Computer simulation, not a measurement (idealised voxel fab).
The process module that follows is named voxel fin reveal.
It is cross-section cut that appears here, measuring 145 nm in width, its square cells being 5 nm in size.
Cross-section format: a grid of square cells, given as bands from top to bottom; each band is one or more rows of cells. Top, bottom (nm), then materials left to right with widths (nm); lone material tagged "everywhere" fills the whole band edge to edge; "air" = empty space. Convention: height 0 is the level below which the wafer, as received, is all one material. The lowest band does not terminate at the bottom but continues downward, represented as "from 0 down". A width such as "30->40" changes by the same amount from each row of cells to the next, from the band's top row to its bottom row. Given "left unchanged" for a step, no cell of the cross-section differs between before and after that step. The entry titled "Enclosed internal voids" provides the empty spaces that have no open way to the top, restricted to those of 8 cells or more. Each is presented as width x height at distance, the distance being measured from the left edge, with all three in nm. On a step's line, text after the settings is the simulator commenting on that step. overlay nm: where the mask lay relative to plan, measured to the right, on steps with a mask; negatives go left.

Set out below are the planned steps of the process
1. RECEIVE [material Si]
2. CONFORMAL_DEP [material SiN] [thk nm 10]
3. PATTERN [tone cover] [mask id FINS] [material resist] [width nm 15] [pitch nm 40] [thk nm 20] [overlay nm 0]
4. DIRECTIONAL_ETCH [etch materials SiN] [depth nm 10]
5. DIRECTIONAL_ETCH [etch materials Si] [depth nm 35]
6. STRIP [etch materials resist]
7. FILL_DEP [material SiO2] [thk nm 5]
8. CMP [height nm 10]
9. SELECTIVE_ETCH [etch materials SiO2] [depth nm 20]
10. STRIP [etch materials SiN]
11. CONFORMAL_DEP [material HfO2] [thk nm 5]

Cross-section of the incoming wafer, state after step 1
> from 0 down = Si everywhere
> Enclosed internal voids: none

Cross-sectional image of the first of two wafers at the end of the module, the run having proceeded as planned
> from 5 to 0 = air: 40, HfO2: 25, air: 15, HfO2: 25, air: 40
> from 0 to -5 = air: 40, HfO2: 5, Si: 15, HfO2: 5, air: 15, HfO2: 5, Si: 15, HfO2: 5, air: 40
> from -5 to -10 = HfO2: 45, Si: 15, HfO2: 25, Si: 15, HfO2: 45
> from -10 to -35 = SiO2: 45, Si: 15, SiO2: 25, Si: 15, SiO2: 45
> from -35 down = Si everywhere
> Enclosed internal voids: none

Wafer two cross-section, module end. Start and plan unchanged from wafer one; one mistake made during the run
> from 5 to 0 = air: 30, HfO2: 25, air: 15, HfO2: 25, air: 50
> from 0 to -5 = air: 30, HfO2: 5, Si: 15, HfO2: 5, air: 15, HfO2: 5, Si: 15, HfO2: 5, air: 50
> from -5 to -10 = HfO2: 35, Si: 15, HfO2: 25, Si: 15, HfO2: 55
> from -10 to -35 = SiO2: 35, Si: 15, SiO2: 25, Si: 15, SiO2: 55
> from -35 down = Si everywhere
> Enclosed internal voids: none
Finding, execution versus plan: step 3 ran with different settings than intended, the actual operation and settings being PATTERN [tone cover] [mask id FINS] [material resist] [width nm 15] [pitch nm 40] [thk nm 20] [overlay nm -10]
In the final comparison it is observed that the number of cells assigned to each material is identical for the two wafers, whereas their placement is not.
